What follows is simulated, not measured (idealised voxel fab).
Process module under the name voxel self aligned vias
Section shown: cut. Width: 175 nm. Cell size: 5 nm, square.
When this document writes out a cross-section, it uses a grid of square cells and lists it as bands, beginning at the top and moving down, with a band standing for one or more rows of cells.
Look at the band entry: it leads with the top's height and the bottom's height in nm. Then it lists the materials left to right, with a width in nm for each. The word "everywhere" on a single material says that material fills the band edge to edge. The word "air" is empty space.
All heights in this document are referenced to 0, defined as the level beneath which the wafer, as received, consists entirely of one material. The lowest band is not bounded below; it extends indefinitely downward and is written in the form "z 0 and below".
Per-row width for "30..40": begins at first number (top row of band), ends at second number (bottom row), increment between rows held constant.
The cross-section has no changed cell in any step marked "nothing got changed".
The list in "Closed void roster" covers empty spaces of 8 cells or more that cannot reach the top through any open way, and it gives each as width x height at distance; the distance is from the left edge, and width, height and distance are in nm.
Anything after a step's settings on that line? It's the simulator's own note about the step.
overlay nm: on a step with a mask, how far right of its planned place the mask lay; negative means left.

-- plan
- 1: RECEIVE (material Si)
- 2: CONFORMAL_DEP (material SiO2; thk nm 10)
- 3: CONFORMAL_DEP (material SiCN; thk nm 5)
- 4: DIRECTIONAL_DEP (material SiO2; thk nm 25)
- 5: MASKED_ETCH (tone open; mask id LINES; width nm 25; pitch nm 55; etch materials SiO2; depth nm 25; overlay nm 0)
- 6: CONFORMAL_DEP (material TiN; thk nm 5)
- 7: FILL_DEP (material W; thk nm 5)
- 8: CMP (height nm 40)
- 9: SELECTIVE_ETCH (etch materials W Ru TiN; depth nm 5)
- 10: FILL_DEP (material SiN; thk nm 5)
- 11: CMP (height nm 40)
- 12: DIRECTIONAL_DEP (material SiO2; thk nm 15)
- 13: DIRECTIONAL_DEP (material aC; thk nm 10)
- 14: PATTERN (tone open; mask id VIAS; material resist; width nm 35; pitch nm 55; thk nm 25; overlay nm 0)
- 15: DIRECTIONAL_ETCH (etch materials aC; depth nm 10)
- 16: STRIP (etch materials resist)
- 17: DIRECTIONAL_ETCH (etch materials SiO2; depth nm 15)
- 18: DIRECTIONAL_ETCH (etch materials SiN; depth nm 5)
- 19: STRIP (etch materials aC)
- 20: CONFORMAL_DEP (material TiN; thk nm 5)
- 21: FILL_DEP (material Ru; thk nm 5)
- 22: CMP (height nm 55)
- 23: CONFORMAL_DEP (material SiN; thk nm 5)

-- Wafer cross-section on receipt, i.e. after step 1
- z 0 and below: Si everywhere
- Closed void roster: none

-- First of two wafers: cross-section at end of module, run per plan
- z 60 to 55: SiN everywhere
- z 55 to 45: 40 of SiO2, then 5 of TiN, then 25 of Ru, then 5 of TiN, then 20 of SiO2, then 5 of TiN, then 25 of Ru, then 5 of TiN, then 45 of SiO2
- z 45 to 40: 40 of SiO2, then 10 of TiN, then 15 of Ru, then 10 of TiN, then 20 of SiO2, then 10 of TiN, then 15 of Ru, then 10 of TiN, then 45 of SiO2
- z 40 to 35: 45 of SiO2, then 25 of TiN, then 30 of SiO2, then 25 of TiN, then 50 of SiO2
- z 35 to 20: 45 of SiO2, then 5 of TiN, then 15 of W, then 5 of TiN, then 30 of SiO2, then 5 of TiN, then 15 of W, then 5 of TiN, then 50 of SiO2
- z 20 to 15: 45 of SiO2, then 25 of TiN, then 30 of SiO2, then 25 of TiN, then 50 of SiO2
- z 15 to 10: SiCN everywhere
- z 10 to 0: SiO2 everywhere
- z 0 and below: Si everywhere
- Closed void roster: none

-- What the second wafer looks like in cross-section once the module is done. Its start and its plan matched the first wafer's exactly; what differed was one mistake in how it was run
- z 60 to 55: SiN everywhere
- z 55 to 45: 50 of SiO2, then 5 of TiN, then 25 of Ru, then 5 of TiN, then 20 of SiO2, then 5 of TiN, then 25 of Ru, then 5 of TiN, then 35 of SiO2
- z 45 to 40: 50 of SiO2, then 5 of TiN, then 10 of Ru, then 20 of TiN, then 20 of SiO2, then 5 of TiN, then 10 of Ru, then 20 of TiN, then 35 of SiO2
- z 40 to 35: 45 of SiO2, then 5 of SiN, then 20 of TiN, then 30 of SiO2, then 5 of SiN, then 20 of TiN, then 50 of SiO2
- z 35 to 20: 45 of SiO2, then 5 of TiN, then 15 of W, then 5 of TiN, then 30 of SiO2, then 5 of TiN, then 15 of W, then 5 of TiN, then 50 of SiO2
- z 20 to 15: 45 of SiO2, then 25 of TiN, then 30 of SiO2, then 25 of TiN, then 50 of SiO2
- z 15 to 10: SiCN everywhere
- z 10 to 0: SiO2 everywhere
- z 0 and below: Si everywhere
- Closed void roster: none
What broke from the plan during processing? planned and actual differ for step 14; actual: PATTERN (tone open; mask id VIAS; material resist; width nm 35; pitch nm 55; thk nm 25; overlay nm 10)
End of process, cell counts, second wafer against first, materials with more or fewer: Ru: 2 fewer; SiN: 2 more
